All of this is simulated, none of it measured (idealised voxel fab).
Module name: voxel ribs on slabs (process module)
Displayed cross-section: cut, width of 295 nm, square cells sized 5 nm.
Just so we're on the same page, the cross-sections are grids of square cells, and they're listed out in bands top to bottom, each band one or more rows deep.
Read a band's entry like this: the first values are the height of its top and the height of its bottom in nm, and what follows is the sequence of materials from left to right, each with its width in nm. Note that "empty" is empty space, and that a single material marked "edge to edge" reaches across the band from edge to edge.
Zero point of the height axis is 0; under it, received wafer = one material. Lowest band: continues down indefinitely, "z 0 and below".
It should be noted that a width expressed as "30->40" varies in equal increments from row to row of cells within the band, taking the value of the first number at the top row and that of the second number at the bottom row.
You'll sometimes find "everything unchanged" written for a step, and that's the way of saying that nowhere in the cross-section did a cell change during that step.
"Sealed cavities" means: voids of 8 cells or more that are shut off from the top with no open way through. Written width x height at distance, distance from the left edge, in nm.
On a step's line, text after the settings is the simulator commenting on that step.
"overlay nm" on a masked step: distance the mask lay right of its planned place, negative for left.

Listed below are the process steps as planned:
1,RECEIVE, material Si
2,DIRECTIONAL_DEP, material SiO2, thk nm 25
3,DIRECTIONAL_DEP, material polySi, thk nm 15
4,PATTERN, tone cover, mask id RIB, material resist, width nm 30, thk nm 15, overlay nm 0
5,DIRECTIONAL_ETCH, etch materials polySi, depth nm 5
6,STRIP, etch materials resist
7,MASKED_ETCH, tone cover, mask id SLAB, width nm 60, etch materials polySi, depth nm 10, overlay nm 0
8,FILL_DEP, material SiO2, thk nm 20
9,CMP, height nm 55
10,DIRECTIONAL_DEP, material TiN, thk nm 5
11,MASKED_ETCH, tone cover, mask id HEATER, width nm 40, etch materials TiN, depth nm 5, overlay nm 0
12,CONFORMAL_DEP, material SiN, thk nm 5

Wafer cross-section on receipt, i.e. after step 1:
- z 0 and below | Si edge to edge
- Sealed cavities: none

Cross-section, end of module. Start: as above. Plan: as above. Execution: one mistake:
- z 65 to 60 | empty 130 nm, then SiN 50 nm, then empty 115 nm
- z 60 to 55 | SiN 135 nm, then TiN 40 nm, then SiN 120 nm
- z 55 to 40 | SiO2 edge to edge
- z 40 to 35 | SiO2 130 nm, then polySi 30 nm, then SiO2 135 nm
- z 35 to 25 | SiO2 115 nm, then polySi 60 nm, then SiO2 120 nm
- z 25 to 0 | SiO2 edge to edge
- z 0 and below | Si edge to edge
- Sealed cavities: none
Run error: note that step 11 departed from the planned setting and was carried out as MASKED_ETCH, tone cover, mask id HEATER, width nm 40, etch materials TiN, depth nm 5, overlay nm 10
